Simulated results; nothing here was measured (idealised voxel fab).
process module | voxel lift off
cross-section cut | 250 nm wide | cells 5 nm
A cross-section is a grid of square cells, given in bands from the top down. A band is one or more rows of cells.
Each band's line starts with the height of the band's top and of its bottom, in nm. Then come its materials from left to right, each with its width in nm. One material with "throughout" fills the band from edge to edge. "air" is empty space.
Height 0 is the level under which the wafer as received is all one material. The lowest band goes on downwards, as in "0 down".
A width such as "30 to 40" changes by the same amount from each row of cells to the next, from the band's top row to its bottom row.
"no change" after a step means that no cell of the cross-section changed.
closed voids: empty space of 8 cells or more with no open way to the top, each as width x height at its distance from the left edge, in nm
after a step's settings: what the simulator itself notes on the step
overlay nm, on a step with a mask: how far to the right of its planned place the mask lay; to the left if negative
plan
1 op RECEIVE | material Si
2 op CONFORMAL_DEP | material SiO2 | thk nm 10
3 op PATTERN | tone open | mask id LINES | material resist | width nm 15 | pitch nm 40 | thk nm 25 | overlay nm 0
4 op DIRECTIONAL_DEP | material Ru | thk nm 15
5 op STRIP | etch materials resist
6 op CONFORMAL_DEP | material SiO2 | thk nm 5
first wafer, as planned
as received, after step 1
  0 down: Si throughout
  closed voids: none
after step 2
  10 to 0: SiO2 throughout
  below 0: unchanged
after step 3
  35 to 10: resist 55 | air 15 | resist 25 | air 15 | resist 25 | air 15 | resist 25 | air 15 | resist 60
  below 10: unchanged
after step 4
  50 to 35: Ru 55 | air 15 | Ru 25 | air 15 | Ru 25 | air 15 | Ru 25 | air 15 | Ru 60
  35 to 25: resist 55 | air 15 | resist 25 | air 15 | resist 25 | air 15 | resist 25 | air 15 | resist 60
  25 to 10: resist 55 | Ru 15 | resist 25 | Ru 15 | resist 25 | Ru 15 | resist 25 | Ru 15 | resist 60
  below 10: unchanged
after step 5
  25 to 10: air 55 | Ru 15 | air 25 | Ru 15 | air 25 | Ru 15 | air 25 | Ru 15 | air 60
  below 10: unchanged
after step 6
  30 to 25: air 50 | SiO2 25 | air 15 | SiO2 25 | air 15 | SiO2 25 | air 15 | SiO2 25 | air 55
  25 to 15: air 50 | SiO2 5 | Ru 15 | SiO2 5 | air 15 | SiO2 5 | Ru 15 | SiO2 5 | air 15 | SiO2 5 | Ru 15 | SiO2 5 | air 15 | SiO2 5 | Ru 15 | SiO2 5 | air 55
  15 to 10: SiO2 55 | Ru 15 | SiO2 25 | Ru 15 | SiO2 25 | Ru 15 | SiO2 25 | Ru 15 | SiO2 60
  below 10: unchanged
second wafer: like start, like plan, one mistake. Through step 3 it matches the first wafer
when step 4 should have ended: no change
when step 5 should have ended
  10 to 0: SiO2 throughout
  below 0: unchanged
when step 6 should have ended
  15 to 0: SiO2 throughout
  below 0: unchanged
what went wrong: step 4 was left out
at the end the second wafer has, in cells: 36 fewer of Ru | 24 fewer of SiO2
